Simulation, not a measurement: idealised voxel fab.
The following process module bears the name voxel double patterning.
260 nm wide, 5 nm square cells: that's cross-section cut.
If you're reading a cross-section in this doc, picture square cells in a grid; it comes to you as bands, top ones listed first down to the bottom, and a band can be one or more rows of cells.
Look at the band entry: it leads with the top's height and the bottom's height in nm. Then it lists the materials left to right, with a width in nm for each. The word "throughout" on a single material says that material fills the band edge to edge. The word "air" is empty space.
Height 0 is the level under which the wafer as received is all one material. The lowest band goes on downwards, as in "0 down".
When a width is written as two numbers, as in "30 to 40", the first number is the width in the top row of cells of the band and the second is the width in its bottom row, and the width changes by the same amount from each row to the next.
"nothing was modified" after a step means that no cell of the cross-section changed.
Each empty space that has no open way to the top and spans at least 8 cells appears under "Unvented cavities" as width x height at distance, the distance counted from the left edge, all in nm.
It should be noted that, on the line of a given step, the content following the step's settings is a remark produced by the simulator itself with respect to that step.
Steps that use a mask can have "overlay nm" on their line. It says how far the mask sat to the right of where it was meant to be. Negative means to the left.
### Planned process steps
1) RECEIVE,material Si
2) CONFORMAL_DEP,material SiN,thk nm 5
3) DIRECTIONAL_DEP,material SiO2,thk nm 15
4) DIRECTIONAL_DEP,material SiCN,thk nm 10
5) MASKED_ETCH,tone open,mask id FIRST,width nm 15,pitch nm 50,etch materials SiCN,depth nm 10,overlay nm 0
6) DIRECTIONAL_DEP,material aC,thk nm 15
7) PATTERN,tone open,mask id SECOND,material resist,width nm 15,pitch nm 50,thk nm 35,overlay nm 0
8) DIRECTIONAL_ETCH,etch materials aC,depth nm 15
9) STRIP,etch materials resist
10) DIRECTIONAL_ETCH,etch materials SiCN,depth nm 10
11) STRIP,etch materials aC
12) DIRECTIONAL_ETCH,etch materials SiO2,depth nm 15
13) STRIP,etch materials SiCN
### Cross-section of the wafer at receipt, which is the condition after step 1
  0 down = Si throughout
  Unvented cavities: none
### Looking at the first of two wafers in cross-section at end of module - ran to plan
  20 to 5 = SiO2 70 nm | air 15 nm | SiO2 10 nm | air 15 nm | SiO2 10 nm | air 15 nm | SiO2 10 nm | air 15 nm | SiO2 10 nm | air 15 nm | SiO2 75 nm
  5 to 0 = SiN throughout
  0 down = Si throughout
  Unvented cavities: none
### Here is the second of the two wafers cut open at the end of the module - same start, same plan as the first one, but we made one mistake running it
  35 to 20 = SiO2 70 nm | air 15 nm | SiO2 10 nm | air 15 nm | SiO2 10 nm | air 15 nm | SiO2 10 nm | air 15 nm | SiO2 10 nm | air 15 nm | SiO2 75 nm
  20 to 5 = SiO2 throughout
  5 to 0 = SiN throughout
  0 down = Si throughout
  Unvented cavities: none
Heads up, the wafer didn't run the way we planned it: yeah, plan step 3 got run twice
Looking at both finished wafers in cells, the second ends up ahead of or behind the first on some materials: 156 more of SiO2
